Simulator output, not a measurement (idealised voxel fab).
Module name: voxel ribs on slabs (process module)
Cross-sectional view cut (width: 235 nm; square cell size: 5 nm).
Notation: cross-section as square-cell grid; stated in bands, top first, going down; one or more cell rows per band. The entry gives the band's vertical extent as a top height and a bottom height in nm, then its horizontal make-up as materials from left to right, each with a width in nm. "blank" stands for empty space; a single material marked "edge to edge" fills the band edge to edge. Ref level 0: as-received wafer is one material below here. Bottom band extends down with no lower bound ("0 -> down"). Width spec "30 to 40" -> top row of cells at first value, bottom row at second value, equal per-row change in between. Take "no alteration" at face value: in the step it is given for, the cross-section changed in none of its cells. Listed in "Closed internal voids": every empty space of 8 or more cells without an open way to the top. Form: width x height at distance, the distance being from the left edge, all in nm. If you see something after the settings on a step's line, that's the simulator's own remark about that step. overlay nm, on a step with a mask: how far to the right of its planned place the mask lay; to the left if negative.
Steps in the process plan
1,RECEIVE | material Si
2,DIRECTIONAL_DEP | material SiO2 | thk nm 30
3,DIRECTIONAL_DEP | material SiN | thk nm 20
4,PATTERN | tone cover | mask id RIB | material resist | width nm 25 | thk nm 20 | overlay nm 0
5,DIRECTIONAL_ETCH | etch materials SiN | depth nm 15
6,STRIP | etch materials resist
7,DIRECTIONAL_DEP | material aC | thk nm 15
8,PATTERN | tone cover | mask id SLAB | material resist | width nm 65 | thk nm 35 | overlay nm 0
9,DIRECTIONAL_ETCH | etch materials aC | depth nm 15
10,STRIP | etch materials resist
11,DIRECTIONAL_ETCH | etch materials SiN | depth nm 5
12,STRIP | etch materials aC
13,FILL_DEP | material SiO2 | thk nm 25
14,CMP | height nm 65
15,DIRECTIONAL_DEP | material W | thk nm 5
16,MASKED_ETCH | tone cover | mask id HEATER | width nm 35 | etch materials W | depth nm 5 | overlay nm 0
17,CONFORMAL_DEP | material SiO2 | thk nm 5
Wafer as received: cross-section following step 1
0 -> down = Si edge to edge
Closed internal voids: none
Final cross-section, module run with one mistake (start and plan as above)
75 -> 50 = SiO2 edge to edge
50 -> 35 = SiO2 105 | SiN 25 | SiO2 105
35 -> 30 = SiO2 85 | SiN 65 | SiO2 85
30 -> 0 = SiO2 edge to edge
0 -> down = Si edge to edge
Closed internal voids: none
What went wrong in running the wafer? step 15 changed vs plan, executed as DIRECTIONAL_DEP | material SiO2 | thk nm 5
